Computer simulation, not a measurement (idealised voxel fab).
Title: Process Module voxel local oxidation
Pictured: cross-section cut, 145 nm wide, on a grid of 5 nm square cells.
Square cells in a grid make up a cross-section in this document, and the grid is given as bands, listed from the top down, each one or more rows of cells.
This entry defines a band. It first specifies the height of the band's top and the height of its bottom in nm, and then specifies the band's materials from left to right, stating each material with its width in nm. The word "all across" identifies a single material that fills the band from edge to edge, while the word "empty" identifies empty space.
Below 0: as-received wafer, all one material; heights counted from there. Lowest band: no bottom, goes on down, written "0..down".
Read "30 to 40" as a graded width: first number on top, second number at the bottom, same change between each pair of neighbouring rows.
"stayed the same" -> step changed no cross-section cell.
The entry titled "Listed closed voids" provides the empty spaces that have no open way to the top, restricted to those of 8 cells or more. Each is presented as width x height at distance, the distance being measured from the left edge, with all three in nm.
Note: text after step settings on the step line = simulator remark on that step.
"overlay nm" denotes, for a step that has a mask, the displacement of the mask to the right of its planned place, with negative values corresponding to the left.
## The following list gives the planned process steps
1) RECEIVE,material Si
2) CONFORMAL_DEP,material SiO2,thk nm 5
3) CONFORMAL_DEP,material SiN,thk nm 10
4) PATTERN,tone cover,mask id ACTIVE,material resist,width nm 100,thk nm 20,overlay nm 0
5) DIRECTIONAL_ETCH,etch materials SiN,depth nm 10
6) STRIP,etch materials resist
7) SELECTIVE_ETCH,etch materials SiO2,depth nm 5
8) OXIDIZE,depth nm 15
9) STRIP,etch materials SiN
## Cross-sectional view of the wafer in its as-received condition, corresponding to the state after step 1
    0..down: Si all across
    Listed closed voids: none
## The plan above was carried out on the starting structure above with one mistake, and this cross-section shows the wafer at the end of the module
    5..0: empty=35, SiO2=90, empty=20
    0..-15: SiO2=50, Si=60, SiO2=35
    -15..down: Si all across
    Listed closed voids: none
Against the plan, the run slipped here: planned and actual differ for step 4; actual: PATTERN,tone cover,mask id ACTIVE,material resist,width nm 100,thk nm 20,overlay nm 10
